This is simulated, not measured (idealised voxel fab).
Proc. module: voxel transistor to metal
This is section cut - it's 180 nm across, gridded in 5 nm square cells.
Reading order for cross-sections: top band down to bottom band. Underlying form: a grid of square cells. Band size: one or more rows of cells.
In this notation a band is specified by the heights of its top and bottom, in that order and in nm, after which its materials appear from left to right, each paired with its width in nm. The word "throughout" attached to a single material means that material fills the band from edge to edge; the word "empty" stands for empty space.
We count height from 0. Below that, the starting wafer is all one material. The lowest band never ends at the bottom but goes on down; see "from 0 down" for how that is written.
The expression "30 to 40" gives the width at the extremes of the band, the first number at its top row of cells and the second at its bottom row, with the width changing by equal amounts from each row to the next in between.
A step reported as "nothing changed" is a step in which no cell of the cross-section changed.
Empty spaces counting at least 8 cells and having no open way to the top are listed in "Cavities, closed". The notation width x height at distance is used for each, the distance being from the left edge and all three values in nm.
Read whatever lies past the settings on a step's line as the simulator's own remark about the step.
If you see "overlay nm" on a step's line and that step has a mask, it's telling you how far right of where it was planned the mask ended up; a negative number means it went left instead.

The process steps that were planned are listed below
1,RECEIVE,material Si
2,CONFORMAL_DEP,material SiO2,thk nm 5
3,CONFORMAL_DEP,material SiN,thk nm 10
4,MASKED_ETCH,tone cover,mask id ACTIVE,width nm 105,etch materials SiN,depth nm 10,overlay nm 0
5,MASKED_ETCH,tone cover,mask id ACTIVE,width nm 105,etch materials SiO2,depth nm 5,overlay nm 0
6,MASKED_ETCH,tone cover,mask id ACTIVE,width nm 105,etch materials Si,depth nm 35,overlay nm 0
7,FILL_DEP,material SiO2,thk nm 15
8,CMP,height nm 15
9,SELECTIVE_ETCH,etch materials SiO2,depth nm 5
10,STRIP,etch materials SiN
11,SELECTIVE_ETCH,etch materials SiO2,depth nm 5
12,OXIDIZE,depth nm 5
13,DIRECTIONAL_DEP,material polySi,thk nm 20
14,DIRECTIONAL_DEP,material SiCN,thk nm 10
15,MASKED_ETCH,tone cover,mask id GATE,width nm 25,etch materials SiCN,depth nm 20,overlay nm 0
16,MASKED_ETCH,tone cover,mask id GATE,width nm 25,etch materials polySi,depth nm 30,overlay nm -10
17,CONFORMAL_DEP,material SiN,thk nm 10
18,DIRECTIONAL_ETCH,etch materials SiN,depth nm 10
19,DIRECTIONAL_ETCH,etch materials SiO2,depth nm 5
20,DIRECTIONAL_ETCH,etch materials Si,depth nm 10
21,EPI,material nSi,thk nm 10
22,FILL_DEP,material SiO2,thk nm 5
23,CMP,height nm 30
24,DIRECTIONAL_DEP,material SiO2,thk nm 15
25,PATTERN,tone open,mask id CONTACT,material resist,width nm 30,pitch nm 65,thk nm 15,overlay nm 0
26,DIRECTIONAL_ETCH,etch materials SiO2,depth nm 50
27,STRIP,etch materials resist
28,CONFORMAL_DEP,material TiN,thk nm 5
29,FILL_DEP,material W,thk nm 5
30,CMP,height nm 45
31,CONFORMAL_DEP,material SiCN,thk nm 5
32,DIRECTIONAL_DEP,material lowk,thk nm 25
33,PATTERN,tone open,mask id METAL_1,material resist,width nm 15,pitch nm 80,thk nm 20,overlay nm 0
34,DIRECTIONAL_ETCH,etch materials lowk,depth nm 25
35,DIRECTIONAL_ETCH,etch materials SiCN,depth nm 5
36,STRIP,etch materials resist
37,CONFORMAL_DEP,material TiN,thk nm 5
38,FILL_DEP,material W,thk nm 10
39,CMP,height nm 75
40,CONFORMAL_DEP,material SiCN,thk nm 5
41,DIRECTIONAL_DEP,material SiO2,thk nm 35
42,MASKED_ETCH,tone open,mask id METAL_2,width nm 15,pitch nm 80,etch materials SiO2,depth nm 20,overlay nm 0
43,DIRECTIONAL_DEP,material aC,thk nm 10
44,PATTERN,tone open,mask id METAL_2_HOLES,material resist,width nm 15,pitch nm 80,thk nm 25,overlay nm 0
45,DIRECTIONAL_ETCH,etch materials aC,depth nm 10
46,STRIP,etch materials resist
47,DIRECTIONAL_ETCH,etch materials SiO2,depth nm 15
48,DIRECTIONAL_ETCH,etch materials SiCN,depth nm 5
49,STRIP,etch materials aC
50,CONFORMAL_DEP,material TiN,thk nm 5
51,FILL_DEP,material Cu,thk nm 10
52,CMP,height nm 115
53,CONFORMAL_DEP,material SiCN,thk nm 5
The wafers in this document start out alike and differ in the overlay nm applied at step 16; the plan shows the value used for the first wafer.

This is how the first of several wafers looked in cross-section when it arrived, which is after step 1
    from 0 down = Si throughout
    Cavities, closed: none

Module end state after final step 53: cross-section of the first of several wafers
    from 120 to 115 = SiCN throughout
    from 115 to 80 = SiO2=40 / TiN=5 / Cu=5 / TiN=5 / SiO2=65 / TiN=5 / Cu=5 / TiN=5 / SiO2=45
    from 80 to 75 = SiCN=40 / TiN=15 / SiCN=65 / TiN=15 / SiCN=45
    from 75 to 50 = lowk=40 / TiN=5 / W=5 / TiN=5 / lowk=65 / TiN=5 / W=5 / TiN=5 / lowk=45
    from 50 to 45 = SiCN=40 / TiN=15 / SiCN=65 / TiN=15 / SiCN=45
    from 45 to 35 = SiO2=40 / TiN=5 / W=20 / TiN=5 / SiO2=35 / TiN=5 / W=20 / TiN=5 / SiO2=45
    from 35 to 30 = SiO2=40 / TiN=5 / W=15 / TiN=10 / SiO2=35 / TiN=10 / W=15 / TiN=5 / SiO2=45
    from 30 to 20 = SiO2=40 / TiN=5 / W=15 to 5 / TiN=5 to 15 / SiN=10 / SiCN=25 / SiN=10 / TiN=5 / W=15 / TiN=5 / SiO2=45
    from 20 to 10 = SiO2=40 / TiN=5 / W=5 / TiN=5 / SiN=10 / polySi=35 / SiN=10 / TiN=5 / W=15 / TiN=5 / SiO2=45
    from 10 to 5 = SiO2=40 / TiN=15 / SiN=10 / polySi=35 / SiN=10 / TiN=25 / SiO2=45
    from 5 to 0 = SiO2=30 / SiN=10 / nSi=15 / SiN=10 / polySi=35 / SiN=10 / nSi=10 / TiN=5 / nSi=10 / SiN=10 / SiO2=35
    from 0 to -5 = SiO2=40 / nSi=15 / SiO2=55 / nSi=10 / TiN=5 / nSi=10 / SiO2=45
    from -5 to -15 = SiO2=35 / Si=5 / nSi=15 / Si=55 / nSi=25 / Si=5 / SiO2=40
    from -15 to -35 = SiO2=35 / Si=105 / SiO2=40
    from -35 down = Si throughout
    Cavities, closed: none

Module end, final wafer: cross-section
    from 120 to 115 = SiCN throughout
    from 115 to 80 = SiO2=40 / TiN=5 / Cu=5 / TiN=5 / SiO2=65 / TiN=5 / Cu=5 / TiN=5 / SiO2=45
    from 80 to 75 = SiCN=40 / TiN=15 / SiCN=65 / TiN=15 / SiCN=45
    from 75 to 50 = lowk=40 / TiN=5 / W=5 / TiN=5 / lowk=65 / TiN=5 / W=5 / TiN=5 / lowk=45
    from 50 to 45 = SiCN=40 / TiN=15 / SiCN=65 / TiN=15 / SiCN=45
    from 45 to 35 = SiO2=40 / TiN=5 / W=20 / TiN=5 / SiO2=35 / TiN=5 / W=20 / TiN=5 / SiO2=45
    from 35 to 30 = SiO2=40 / TiN=5 / W=15 / TiN=10 / SiO2=35 / TiN=10 / W=15 / TiN=5 / SiO2=45
    from 30 to 20 = SiO2=40 / TiN=5 / W=15 / TiN=5 / SiN=10 / SiCN=25 / SiN=10 / TiN=5 to 15 / W=15 to 5 / TiN=5 / SiO2=45
    from 20 to 10 = SiO2=40 / TiN=5 / W=15 / TiN=5 / SiN=10 / polySi=35 / SiN=10 / TiN=5 / W=5 / TiN=5 / SiO2=45
    from 10 to 5 = SiO2=40 / TiN=25 / SiN=10 / polySi=35 / SiN=10 / TiN=15 / SiO2=45
    from 5 to 0 = SiO2=30 / SiN=10 / nSi=10 / TiN=5 / nSi=10 / SiN=10 / polySi=35 / SiN=10 / nSi=15 / SiN=10 / SiO2=35
    from 0 to -5 = SiO2=40 / nSi=10 / TiN=5 / nSi=10 / SiO2=55 / nSi=15 / SiO2=45
    from -5 to -15 = SiO2=35 / Si=5 / nSi=25 / Si=55 / nSi=15 / Si=5 / SiO2=40
    from -15 to -35 = SiO2=35 / Si=105 / SiO2=40
    from -35 down = Si throughout
    Cavities, closed: none

End of module, by wafer: material-by-material cell gain (+) or loss (-) since receipt, then closed voids
overlay nm -10; +14 Cu; -142 Si; +106 SiCN; +28 SiN; +498 SiO2; +102 TiN; +50 W; +150 lowk; +30 nSi; +28 polySi; Cavities, closed: none
overlay nm -5; +14 Cu; -144 Si; +106 SiCN; +28 SiN; +497 SiO2; +102 TiN; +53 W; +150 lowk; +34 nSi; +24 polySi; Cavities, closed: none
overlay nm 0; +14 Cu; -146 Si; +106 SiCN; +28 SiN; +496 SiO2; +104 TiN; +56 W; +150 lowk; +36 nSi; +20 polySi; Cavities, closed: none
overlay nm 5; +14 Cu; -144 Si; +106 SiCN; +28 SiN; +497 SiO2; +102 TiN; +53 W; +150 lowk; +34 nSi; +24 polySi; Cavities, closed: none
overlay nm 10; +14 Cu; -142 Si; +106 SiCN; +28 SiN; +498 SiO2; +102 TiN; +50 W; +150 lowk; +30 nSi; +28 polySi; Cavities, closed: none
